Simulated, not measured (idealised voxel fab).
The following process module bears the name voxel gate over fins.
265 nm wide, 5 nm square cells: that's cross-section cut.
Just so we're on the same page, the cross-sections are grids of square cells, and they're listed out in bands top to bottom, each band one or more rows deep. Per band: top height and bottom height in nm, followed by the left-to-right materials and their widths in nm; "everywhere" marks a single material spanning edge to edge, "blank" marks empty space. Basically, 0 is our baseline, since under it the wafer straight out of the box is all one material. The bottom band has no lower end and keeps on going down, so it looks like "0 nm and below". It should be noted that a width expressed as "30->40" varies in equal increments from row to row of cells within the band, taking the value of the first number at the top row and that of the second number at the bottom row. When a step is marked "everything unchanged", none of the cells in the cross-section changed during that step. In the "Non-vented voids" entry, you get each enclosed empty space of 8 cells or more, one with no open way to the top, written width x height at distance, distance from the left edge, in nm. Post-settings text on a step line: simulator's own remark regarding the step. On any step carrying a mask, the "overlay nm" setting, if present on the step's line, tells how far right of its planned place the mask lay; negative values point to the left.

### Planned step list for the process
1: RECEIVE [material Si]
2: CONFORMAL_DEP [material SiN] [thk nm 10]
3: DIRECTIONAL_DEP [material aC] [thk nm 10]
4: PATTERN [tone cover] [mask id FINS] [material resist] [width nm 15] [pitch nm 50] [thk nm 30] [overlay nm 0]
5: DIRECTIONAL_ETCH [etch materials aC] [depth nm 10]
6: STRIP [etch materials resist]
7: DIRECTIONAL_ETCH [etch materials SiN] [depth nm 10]
8: DIRECTIONAL_ETCH [etch materials Si] [depth nm 30]
9: STRIP [etch materials aC]
10: FILL_DEP [material SiO2] [thk nm 10]
11: CMP [height nm 10]
12: PATTERN [tone open] [mask id RAIL] [material resist] [width nm 15] [thk nm 20] [overlay nm 0]
13: DIRECTIONAL_ETCH [etch materials SiO2] [depth nm 35]
14: STRIP [etch materials resist]
15: CONFORMAL_DEP [material TiN] [thk nm 5]
16: FILL_DEP [material W] [thk nm 10]
17: CMP [height nm 10]
18: SELECTIVE_ETCH [etch materials W Ru TiN] [depth nm 25]
19: FILL_DEP [material SiO2] [thk nm 5]
20: CMP [height nm 10]
21: SELECTIVE_ETCH [etch materials SiO2] [depth nm 20]
22: STRIP [etch materials SiN]
23: CONFORMAL_DEP [material HfO2] [thk nm 5]
24: CONFORMAL_DEP [material TiN] [thk nm 5]
25: FILL_DEP [material W] [thk nm 15]
26: CMP [height nm 20]
27: CONFORMAL_DEP [material SiCN] [thk nm 5]

### Wafer at receipt (post step 1), cross-section
* 0 nm and below = Si everywhere
* Non-vented voids: none

### Post-module cross-section: identical start and plan to those above, one misstep in execution
* 25 nm to 20 nm = SiCN everywhere
* 20 nm to 10 nm = W everywhere
* 10 nm to 5 nm = 90 of W, then 35 of TiN, then 15 of W, then 35 of TiN, then 90 of W
* 5 nm to 0 nm = 90 of W, then 5 of TiN, then 25 of HfO2, then 5 of TiN, then 15 of W, then 5 of TiN, then 25 of HfO2, then 5 of TiN, then 90 of W
* 0 nm to -5 nm = 95 of TiN, then 5 of HfO2, then 15 of Si, then 5 of HfO2, then 25 of TiN, then 5 of HfO2, then 15 of Si, then 5 of HfO2, then 95 of TiN
* -5 nm to -10 nm = 100 of HfO2, then 15 of Si, then 35 of HfO2, then 15 of Si, then 100 of HfO2
* -10 nm to -15 nm = 100 of SiO2, then 15 of Si, then 35 of SiO2, then 15 of Si, then 100 of SiO2
* -15 nm to -20 nm = 100 of SiO2, then 15 of Si, then 10 of SiO2, then 5 of TiN, then 10 of W, then 5 of TiN, then 5 of SiO2, then 15 of Si, then 100 of SiO2
* -20 nm to -25 nm = 100 of SiO2, then 15 of Si, then 10 of SiO2, then 20 of TiN, then 5 of SiO2, then 15 of Si, then 100 of SiO2
* -25 nm to -30 nm = 100 of SiO2, then 15 of Si, then 35 of SiO2, then 15 of Si, then 100 of SiO2
* -30 nm and below = Si everywhere
* Non-vented voids: none
Plan not followed: step 12 ran as: PATTERN [tone open] [mask id RAIL] [material resist] [width nm 20] [thk nm 20] [overlay nm 0]
